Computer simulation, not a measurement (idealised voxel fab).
process module | voxel trench capacitor
cross-section cut | 205 nm wide | cells 5 nm
A cross-section is a grid of square cells, given in bands from the top down. A band is one or more rows of cells.
Each band's line starts with the height of the band's top and of its bottom, in nm. Then come its materials from left to right, each with its width in nm. One material with "throughout" fills the band from edge to edge. "air" is empty space.
Height 0 is the level under which the wafer as received is all one material. The lowest band goes on downwards, as in "0 down".
A width such as "30 to 40" changes by the same amount from each row of cells to the next, from the band's top row to its bottom row.
"no change" after a step means that no cell of the cross-section changed.
closed voids: empty space of 8 cells or more with no open way to the top, each as width x height at its distance from the left edge, in nm
after a step's settings: what the simulator itself notes on the step
overlay nm, on a step with a mask: how far to the right of its planned place the mask lay; to the left if negative
plan
1 op RECEIVE | material Si
2 op CONFORMAL_DEP | material SiN | thk nm 10
3 op MASKED_ETCH | tone open | mask id TRENCH | width nm 25 | pitch nm 40 | etch materials SiN | depth nm 10 | overlay nm 0
4 op MASKED_ETCH | tone open | mask id TRENCH | width nm 25 | pitch nm 40 | etch materials Si | depth nm 30 | overlay nm 0
5 op CONFORMAL_DEP | material SiO2 | thk nm 5
6 op FILL_DEP | material polySi | thk nm 5
7 op CMP | height nm 10
as received, after step 1
  0 down: Si throughout
  closed voids: none
a wafer at the end: this start, this plan, one mistake
  10 to 0: SiN 80 | SiO2 5 | polySi 15 to 5 | SiO2 5 to 15 | SiN 15 | SiO2 5 | polySi 15 to 5 | SiO2 5 to 15 | SiN 60
  0 to -25: Si 80 | SiO2 5 | polySi 5 | SiO2 5 | Si 25 | SiO2 5 | polySi 5 | SiO2 5 | Si 70
  -25 to -30: Si 80 | SiO2 15 | Si 25 | SiO2 15 | Si 70
  -30 down: Si throughout
  closed voids: none
what went wrong: step 3 ran as: op MASKED_ETCH | tone open | mask id TRENCH | width nm 25 | pitch nm 40 | etch materials SiN | depth nm 10 | overlay nm 10
